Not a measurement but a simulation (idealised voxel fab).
Process module name: voxel gate over fins
FYI the section here is cut, 145 nm wide, cells are 5 nm squares.
Format of a cross-section: grid, square cells. Given as bands. Order: top down. Band: one or more rows of cells.
What a band's entry tells you: where the top is and where the bottom is, as heights in nm, and after that what lies inside, material by material from left to right, each with its width in nm. Empty space is written as the word "air", and a single material marked with the word "everywhere" occupies the band from edge to edge.
Heads up on the height convention: 0 is the point under which the incoming wafer is all one material, and the lowest band has no bottom, it just keeps going down, like "from 0 down".
Width "30->40": first value at the band's top row of cells, second value at its bottom row, equal change from row to row.
"everything unchanged" means the step left every cell of the cross-section as it was.
If an empty space has no open way to the top and is at least 8 cells in size, "Closed void listing" lists it, written width x height at distance, where distance is measured from the left edge and every value is in nm.
Anything after a step's settings on that line? It's the simulator's own note about the step.
You can add "overlay nm" to a step's line. For a step with a mask, it describes how far the mask lay to the right of its planned position, and a negative number describes a lay to the left.

# The following list gives the planned process steps
step 1: RECEIVE | material Si
step 2: CONFORMAL_DEP | material SiN | thk nm 10
step 3: PATTERN | tone cover | mask id FINS | material resist | width nm 15 | pitch nm 35 | thk nm 15 | overlay nm 0
step 4: DIRECTIONAL_ETCH | etch materials SiN | depth nm 10
step 5: DIRECTIONAL_ETCH | etch materials Si | depth nm 40
step 6: STRIP | etch materials resist
step 7: FILL_DEP | material SiO2 | thk nm 5
step 8: CMP | height nm 10
step 9: SELECTIVE_ETCH | etch materials SiO2 | depth nm 25
step 10: STRIP | etch materials SiN
step 11: CONFORMAL_DEP | material HfO2 | thk nm 5
step 12: CONFORMAL_DEP | material TiN | thk nm 5
step 13: CONFORMAL_DEP | material TiAl | thk nm 5
step 14: CONFORMAL_DEP | material TiN | thk nm 5
step 15: FILL_DEP | material W | thk nm 10
step 16: CMP | height nm 25
step 17: CONFORMAL_DEP | material SiCN | thk nm 5

# Wafer, first of two, run as planned

# as received, after step 1
  from 0 down  Si everywhere
  Closed void listing: none

# Cross-section of the wafer after step 2
  from 10 to 0  SiN everywhere
  Under 0: no change, same as before.

# Cross-section of the wafer after step 3
  from 25 to 10  45 nm air | 15 nm resist | 20 nm air | 15 nm resist | 50 nm air
  Under 10: no change, same as before.

# Cross-section of the wafer after step 4
  from 25 to 10  45 nm air | 15 nm resist | 20 nm air | 15 nm resist | 50 nm air
  from 10 to 0  45 nm air | 15 nm SiN | 20 nm air | 15 nm SiN | 50 nm air
  Under 0: no change, same as before.

# Cross-section of the wafer after step 5
  from 25 to 10  45 nm air | 15 nm resist | 20 nm air | 15 nm resist | 50 nm air
  from 10 to 0  45 nm air | 15 nm SiN | 20 nm air | 15 nm SiN | 50 nm air
  from 0 to -40  45 nm air | 15 nm Si | 20 nm air | 15 nm Si | 50 nm air
  Under -40: no change, same as before.

# Cross-section of the wafer after step 6
  from 10 to 0  45 nm air | 15 nm SiN | 20 nm air | 15 nm SiN | 50 nm air
  Under 0: no change, same as before.

# Cross-section of the wafer after step 7
  from 15 to 10  SiO2 everywhere
  from 10 to 0  45 nm SiO2 | 15 nm SiN | 20 nm SiO2 | 15 nm SiN | 50 nm SiO2
  from 0 to -40  45 nm SiO2 | 15 nm Si | 20 nm SiO2 | 15 nm Si | 50 nm SiO2
  Under -40: no change, same as before.

# Cross-section of the wafer after step 8
  from 10 to 0  45 nm SiO2 | 15 nm SiN | 20 nm SiO2 | 15 nm SiN | 50 nm SiO2
  Under 0: no change, same as before.

# Cross-section of the wafer after step 9
  from 10 to 0  45 nm air | 15 nm SiN | 20 nm air | 15 nm SiN | 50 nm air
  from 0 to -15  45 nm air | 15 nm Si | 20 nm air | 15 nm Si | 50 nm air
  Under -15: no change, same as before.

# Cross-section of the wafer after step 10
  from 0 to -15  45 nm air | 15 nm Si | 20 nm air | 15 nm Si | 50 nm air
  Under -15: no change, same as before.

# Cross-section of the wafer after step 11
  from 5 to 0  40 nm air | 25 nm HfO2 | 10 nm air | 25 nm HfO2 | 45 nm air
  from 0 to -10  40 nm air | 5 nm HfO2 | 15 nm Si | 5 nm HfO2 | 10 nm air | 5 nm HfO2 | 15 nm Si | 5 nm HfO2 | 45 nm air
  from -10 to -15  45 nm HfO2 | 15 nm Si | 20 nm HfO2 | 15 nm Si | 50 nm HfO2
  Under -15: no change, same as before.

# Cross-section of the wafer after step 12
  from 10 to 5  35 nm air | 70 nm TiN | 40 nm air
  from 5 to 0  35 nm air | 5 nm TiN | 25 nm HfO2 | 10 nm TiN | 25 nm HfO2 | 5 nm TiN | 40 nm air
  from 0 to -5  35 nm air | 5 nm TiN | 5 nm HfO2 | 15 nm Si | 5 nm HfO2 | 10 nm TiN | 5 nm HfO2 | 15 nm Si | 5 nm HfO2 | 5 nm TiN | 40 nm air
  from -5 to -10  40 nm TiN | 5 nm HfO2 | 15 nm Si | 5 nm HfO2 | 10 nm TiN | 5 nm HfO2 | 15 nm Si | 5 nm HfO2 | 45 nm TiN
  Under -10: no change, same as before.

# Cross-section of the wafer after step 13
  from 15 to 10  30 nm air | 80 nm TiAl | 35 nm air
  from 10 to 5  30 nm air | 5 nm TiAl | 70 nm TiN | 5 nm TiAl | 35 nm air
  from 5 to 0  30 nm air | 5 nm TiAl | 5 nm TiN | 25 nm HfO2 | 10 nm TiN | 25 nm HfO2 | 5 nm TiN | 5 nm TiAl | 35 nm air
  from 0 to -5  35 nm TiAl | 5 nm TiN | 5 nm HfO2 | 15 nm Si | 5 nm HfO2 | 10 nm TiN | 5 nm HfO2 | 15 nm Si | 5 nm HfO2 | 5 nm TiN | 40 nm TiAl
  Under -5: no change, same as before.

# Cross-section of the wafer after step 14
  from 20 to 15  25 nm air | 90 nm TiN | 30 nm air
  from 15 to 10  25 nm air | 5 nm TiN | 80 nm TiAl | 5 nm TiN | 30 nm air
  from 10 to 5  25 nm air | 5 nm TiN | 5 nm TiAl | 70 nm TiN | 5 nm TiAl | 5 nm TiN | 30 nm air
  from 5 to 0  30 nm TiN | 5 nm TiAl | 5 nm TiN | 25 nm HfO2 | 10 nm TiN | 25 nm HfO2 | 5 nm TiN | 5 nm TiAl | 35 nm TiN
  Under 0: no change, same as before.

# Cross-section of the wafer after step 15
  from 30 to 20  W everywhere
  from 20 to 15  25 nm W | 90 nm TiN | 30 nm W
  from 15 to 10  25 nm W | 5 nm TiN | 80 nm TiAl | 5 nm TiN | 30 nm W
  from 10 to 5  25 nm W | 5 nm TiN | 5 nm TiAl | 70 nm TiN | 5 nm TiAl | 5 nm TiN | 30 nm W
  Under 5: no change, same as before.

# Cross-section of the wafer after step 16
  from 25 to 20  W everywhere
  Under 20: no change, same as before.

# Cross-section of the wafer after step 17
  from 30 to 25  SiCN everywhere
  Under 25: no change, same as before.

# Here the second wafer is described. Its start and its plan were those of the first wafer. Its run contained one mistake. Up to and including step 2, it did exactly what the first wafer did

# Cross-section, second wafer, at the end time the plan gives for step 3
  from 25 to 10  55 nm air | 15 nm resist | 20 nm air | 15 nm resist | 40 nm air
  Under 10: no change, same as before.

# Cross-section, second wafer, at the end time the plan gives for step 4
  from 25 to 10  55 nm air | 15 nm resist | 20 nm air | 15 nm resist | 40 nm air
  from 10 to 0  55 nm air | 15 nm SiN | 20 nm air | 15 nm SiN | 40 nm air
  Under 0: no change, same as before.

# Cross-section, second wafer, at the end time the plan gives for step 5
  from 25 to 10  55 nm air | 15 nm resist | 20 nm air | 15 nm resist | 40 nm air
  from 10 to 0  55 nm air | 15 nm SiN | 20 nm air | 15 nm SiN | 40 nm air
  from 0 to -40  55 nm air | 15 nm Si | 20 nm air | 15 nm Si | 40 nm air
  Under -40: no change, same as before.

# Cross-section, second wafer, at the end time the plan gives for step 6
  from 10 to 0  55 nm air | 15 nm SiN | 20 nm air | 15 nm SiN | 40 nm air
  Under 0: no change, same as before.

# Cross-section, second wafer, at the end time the plan gives for step 7
  from 15 to 10  SiO2 everywhere
  from 10 to 0  55 nm SiO2 | 15 nm SiN | 20 nm SiO2 | 15 nm SiN | 40 nm SiO2
  from 0 to -40  55 nm SiO2 | 15 nm Si | 20 nm SiO2 | 15 nm Si | 40 nm SiO2
  Under -40: no change, same as before.

# Cross-section, second wafer, at the end time the plan gives for step 8
  from 10 to 0  55 nm SiO2 | 15 nm SiN | 20 nm SiO2 | 15 nm SiN | 40 nm SiO2
  Under 0: no change, same as before.

# Cross-section, second wafer, at the end time the plan gives for step 9
  from 10 to 0  55 nm air | 15 nm SiN | 20 nm air | 15 nm SiN | 40 nm air
  from 0 to -15  55 nm air | 15 nm Si | 20 nm air | 15 nm Si | 40 nm air
  Under -15: no change, same as before.

# Cross-section, second wafer, at the end time the plan gives for step 10
  from 0 to -15  55 nm air | 15 nm Si | 20 nm air | 15 nm Si | 40 nm air
  Under -15: no change, same as before.

# Cross-section, second wafer, at the end time the plan gives for step 11
  from 5 to 0  50 nm air | 25 nm HfO2 | 10 nm air | 25 nm HfO2 | 35 nm air
  from 0 to -10  50 nm air | 5 nm HfO2 | 15 nm Si | 5 nm HfO2 | 10 nm air | 5 nm HfO2 | 15 nm Si | 5 nm HfO2 | 35 nm air
  from -10 to -15  55 nm HfO2 | 15 nm Si | 20 nm HfO2 | 15 nm Si | 40 nm HfO2
  Under -15: no change, same as before.

# Cross-section, second wafer, at the end time the plan gives for step 12
  from 10 to 5  45 nm air | 70 nm TiN | 30 nm air
  from 5 to 0  45 nm air | 5 nm TiN | 25 nm HfO2 | 10 nm TiN | 25 nm HfO2 | 5 nm TiN | 30 nm air
  from 0 to -5  45 nm air | 5 nm TiN | 5 nm HfO2 | 15 nm Si | 5 nm HfO2 | 10 nm TiN | 5 nm HfO2 | 15 nm Si | 5 nm HfO2 | 5 nm TiN | 30 nm air
  from -5 to -10  50 nm TiN | 5 nm HfO2 | 15 nm Si | 5 nm HfO2 | 10 nm TiN | 5 nm HfO2 | 15 nm Si | 5 nm HfO2 | 35 nm TiN
  Under -10: no change, same as before.

# Cross-section, second wafer, at the end time the plan gives for step 13
  from 15 to 10  40 nm air | 80 nm TiAl | 25 nm air
  from 10 to 5  40 nm air | 5 nm TiAl | 70 nm TiN | 5 nm TiAl | 25 nm air
  from 5 to 0  40 nm air | 5 nm TiAl | 5 nm TiN | 25 nm HfO2 | 10 nm TiN | 25 nm HfO2 | 5 nm TiN | 5 nm TiAl | 25 nm air
  from 0 to -5  45 nm TiAl | 5 nm TiN | 5 nm HfO2 | 15 nm Si | 5 nm HfO2 | 10 nm TiN | 5 nm HfO2 | 15 nm Si | 5 nm HfO2 | 5 nm TiN | 30 nm TiAl
  Under -5: no change, same as before.

# Cross-section, second wafer, at the end time the plan gives for step 14
  from 20 to 15  35 nm air | 90 nm TiN | 20 nm air
  from 15 to 10  35 nm air | 5 nm TiN | 80 nm TiAl | 5 nm TiN | 20 nm air
  from 10 to 5  35 nm air | 5 nm TiN | 5 nm TiAl | 70 nm TiN | 5 nm TiAl | 5 nm TiN | 20 nm air
  from 5 to 0  40 nm TiN | 5 nm TiAl | 5 nm TiN | 25 nm HfO2 | 10 nm TiN | 25 nm HfO2 | 5 nm TiN | 5 nm TiAl | 25 nm TiN
  Under 0: no change, same as before.

# Cross-section, second wafer, at the end time the plan gives for step 15
  from 30 to 20  W everywhere
  from 20 to 15  35 nm W | 90 nm TiN | 20 nm W
  from 15 to 10  35 nm W | 5 nm TiN | 80 nm TiAl | 5 nm TiN | 20 nm W
  from 10 to 5  35 nm W | 5 nm TiN | 5 nm TiAl | 70 nm TiN | 5 nm TiAl | 5 nm TiN | 20 nm W
  Under 5: no change, same as before.

# Cross-section, second wafer, at the end time the plan gives for step 16
  from 25 to 20  W everywhere
  Under 20: no change, same as before.

# Cross-section, second wafer, at the end time the plan gives for step 17
  from 30 to 25  SiCN everywhere
  Under 25: no change, same as before.
So what did we get wrong on this run? note that step 3 departed from the planned setting and was carried out as PATTERN | tone cover | mask id FINS | material resist | width nm 15 | pitch nm 35 | thk nm 15 | overlay nm 10
At the close, every material occupies the same number of cells on the second wafer as on the first, only in different positions.
